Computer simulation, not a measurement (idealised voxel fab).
A process module follows: voxel self aligned vias.
Cross-sectional view cut (width: 300 nm; square cell size: 5 nm).
For the purposes of this document, a cross-section shall be understood as a grid of square cells, specified as bands listed in top-to-bottom order, each band consisting of one or more rows of cells. Band: top and bottom heights (nm) first, top before bottom; then materials from left to right, widths in nm. "everywhere" marks a sole material filling the band edge to edge. "empty" denotes empty space. Below 0: as-received wafer, all one material; heights counted from there. Lowest band: no bottom, goes on down, written "top 0, no bottom". So if you see something like "30->40" for the width, read it as the top row of the band sitting at the first number and the bottom row at the second, with every row in between moving by the same amount as the last. Take "identical to before" at face value: in the step it is given for, the cross-section changed in none of its cells. Heads up: "Sealed cavities" only lists the empty pockets with no open path to the top that are 8 cells or more, and it writes them as width x height at distance, distance from the left edge, in nm. Read whatever lies past the settings on a step's line as the simulator's own remark about the step. overlay nm, on a step with a mask: how far to the right of its planned place the mask lay; to the left if negative.
The steps planned for the process are as follows
| 1 | RECEIVE, material Si |
| 2 | CONFORMAL_DEP, material SiO2, thk nm 15 |
| 3 | CONFORMAL_DEP, material SiCN, thk nm 5 |
| 4 | DIRECTIONAL_DEP, material lowk, thk nm 20 |
| 5 | DIRECTIONAL_DEP, material aC, thk nm 10 |
| 6 | PATTERN, tone open, mask id LINES, material resist, width nm 20, pitch nm 60, thk nm 30, overlay nm 0 |
| 7 | DIRECTIONAL_ETCH, etch materials aC, depth nm 10 |
| 8 | STRIP, etch materials resist |
| 9 | DIRECTIONAL_ETCH, etch materials lowk, depth nm 20 |
| 10 | STRIP, etch materials aC |
| 11 | CONFORMAL_DEP, material TiN, thk nm 5 |
| 12 | FILL_DEP, material W, thk nm 5 |
| 13 | CMP, height nm 40 |
| 14 | SELECTIVE_ETCH, etch materials W Ru TiN, depth nm 10 |
| 15 | FILL_DEP, material SiN, thk nm 10 |
| 16 | CMP, height nm 40 |
| 17 | DIRECTIONAL_DEP, material lowk, thk nm 15 |
| 18 | PATTERN, tone open, mask id VIAS, material resist, width nm 40, pitch nm 60, thk nm 20, overlay nm -15 |
| 19 | DIRECTIONAL_ETCH, etch materials lowk, depth nm 15 |
| 20 | DIRECTIONAL_ETCH, etch materials SiN, depth nm 10 |
| 21 | STRIP, etch materials resist |
| 22 | CONFORMAL_DEP, material TiN, thk nm 5 |
| 23 | FILL_DEP, material W, thk nm 5 |
| 24 | CMP, height nm 55 |
| 25 | CONFORMAL_DEP, material SiN, thk nm 5 |
Every wafer here starts from the same state; it is the step 18 overlay nm that distinguishes them, and the value the plan gives belongs to the first wafer.
Cross-section, first of several wafers, as delivered after step 1
> top 0, no bottom: Si everywhere
> Sealed cavities: none
Quick look at the cross-section of the first of several wafers after step 25, which wraps up the module
> top 60, bottom 55: SiN everywhere
> top 55, bottom 45: lowk (85); TiN (5); W (30); TiN (5); lowk (20); TiN (5); W (30); TiN (5); lowk (115)
> top 45, bottom 40: lowk (85); TiN (30); W (5); TiN (5); lowk (20); TiN (30); W (5); TiN (5); lowk (115)
> top 40, bottom 35: lowk (110); TiN (5); W (5); TiN (5); SiN (5); lowk (40); TiN (5); W (5); TiN (5); SiN (5); lowk (110)
> top 35, bottom 30: lowk (110); TiN (15); SiN (5); lowk (40); TiN (15); SiN (5); lowk (110)
> top 30, bottom 25: lowk (110); TiN (5); W (10); TiN (5); lowk (40); TiN (5); W (10); TiN (5); lowk (110)
> top 25, bottom 20: lowk (110); TiN (20); lowk (40); TiN (20); lowk (110)
> top 20, bottom 15: SiCN everywhere
> top 15, bottom 0: SiO2 everywhere
> top 0, no bottom: Si everywhere
> Sealed cavities: none
Cross-section at module completion, last wafer
> top 60, bottom 55: SiN everywhere
> top 55, bottom 45: lowk (115); TiN (5); W (30); TiN (5); lowk (20); TiN (5); W (30); TiN (5); lowk (85)
> top 45, bottom 40: lowk (115); TiN (5); W (5); TiN (30); lowk (20); TiN (5); W (5); TiN (30); lowk (85)
> top 40, bottom 35: lowk (110); SiN (5); TiN (5); W (5); TiN (5); lowk (40); SiN (5); TiN (5); W (5); TiN (5); lowk (110)
> top 35, bottom 30: lowk (110); SiN (5); TiN (15); lowk (40); SiN (5); TiN (15); lowk (110)
> top 30, bottom 25: lowk (110); TiN (5); W (10); TiN (5); lowk (40); TiN (5); W (10); TiN (5); lowk (110)
> top 25, bottom 20: lowk (110); TiN (20); lowk (40); TiN (20); lowk (110)
> top 20, bottom 15: SiCN everywhere
> top 15, bottom 0: SiO2 everywhere
> top 0, no bottom: Si everywhere
> Sealed cavities: none
Each wafer at the end: cells of each material gained (+) or lost (-) since it was received, then its closed voids
overlay nm -15 | +60 SiCN | +64 SiN | +180 SiO2 | +44 TiN | +32 W | +340 lowk | Sealed cavities: none
overlay nm -10 | +60 SiCN | +60 SiN | +180 SiO2 | +44 TiN | +36 W | +340 lowk | Sealed cavities: none
overlay nm -5 | +60 SiCN | +60 SiN | +180 SiO2 | +44 TiN | +36 W | +340 lowk | Sealed cavities: none
overlay nm 0 | +60 SiCN | +60 SiN | +180 SiO2 | +44 TiN | +36 W | +340 lowk | Sealed cavities: none
overlay nm 5 | +60 SiCN | +60 SiN | +180 SiO2 | +44 TiN | +36 W | +340 lowk | Sealed cavities: none
overlay nm 10 | +60 SiCN | +60 SiN | +180 SiO2 | +44 TiN | +36 W | +340 lowk | Sealed cavities: none
overlay nm 15 | +60 SiCN | +64 SiN | +180 SiO2 | +44 TiN | +32 W | +340 lowk | Sealed cavities: none
